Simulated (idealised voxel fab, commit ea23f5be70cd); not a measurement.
Process module in this document: voxel trench capacitor
300 nm wide, 5 nm square cells: that's cross-section cut.
In what follows, cross-sections appear as grids of square cells, described through bands that run from the top down, where every band is one or more rows of cells. This entry defines a band. It first specifies the height of the band's top and the height of its bottom in nm, and then specifies the band's materials from left to right, stating each material with its width in nm. The word "edge to edge" identifies a single material that fills the band from edge to edge, while the word "air" identifies empty space. Counting heights begins at 0, where everything beneath is, in the wafer as received, one material. The lowest band has no bottom; it goes on downwards, as "top 0, no bottom" shows. The two numbers in a width such as "30->40" mark its ends across the band: the first belongs to the top row of cells, the second to the bottom row, and from each row to the next the width moves by the same amount. It should be understood that the words "no change", when stated for a given step, signify that the cross-section underwent no change in any of its cells during that step. "Enclosed void inventory" contains a list of empty spaces, each no smaller than 8 cells and without an open way to the top, written in the form width x height at distance with the distance from the left edge and all three in nm. The remark found on a step's line after its settings is issued by the simulator itself and pertains to that step. "overlay nm" on a masked step: distance the mask lay right of its planned place, negative for left.

SET OUT BELOW ARE THE PLANNED STEPS OF THE PROCESS
1: RECEIVE | material Si
2: CONFORMAL_DEP | material SiN | thk nm 5
3: DIRECTIONAL_DEP | material aC | thk nm 10
4: PATTERN | tone open | mask id TRENCH | material resist | width nm 15 | pitch nm 35 | thk nm 25 | overlay nm 0
5: DIRECTIONAL_ETCH | etch materials aC | depth nm 10
6: STRIP | etch materials resist
7: DIRECTIONAL_ETCH | etch materials SiN | depth nm 5
8: DIRECTIONAL_ETCH | etch materials Si | depth nm 40
9: STRIP | etch materials aC
10: CONFORMAL_DEP | material SiO2 | thk nm 5
11: FILL_DEP | material polySi | thk nm 5
12: CMP | height nm -5
The value of height nm given for step 12 in the plan refers to the first wafer; the wafers vary in this setting and are alike at the start.

HERE'S THE FIRST OF THE WAFERS IN CROSS-SECTION, JUST AS WE GOT IT, I.E. AFTER STEP 1
> top 0, no bottom = Si edge to edge
> Enclosed void inventory: none

WHERE EACH WAFER STANDS AT THE END OF THE MODULE, A ROW APIECE: CELLS OF EACH MATERIAL GAINED (+) OR LOST (-) SINCE IT WAS RECEIVED, THEN CLOSED VOIDS
height nm -5 | -144 Si | +60 SiO2 | +24 polySi | Enclosed void inventory: none
height nm 0 | -96 Si | +68 SiO2 | +28 polySi | Enclosed void inventory: none
height nm 5 | -96 Si | +48 SiN | +76 SiO2 | +32 polySi | Enclosed void inventory: none
height nm 10 | -96 Si | +48 SiN | +132 SiO2 | +36 polySi | Enclosed void inventory: none
height nm 15 | -96 Si | +48 SiN | +132 SiO2 | +96 polySi | Enclosed void inventory: none
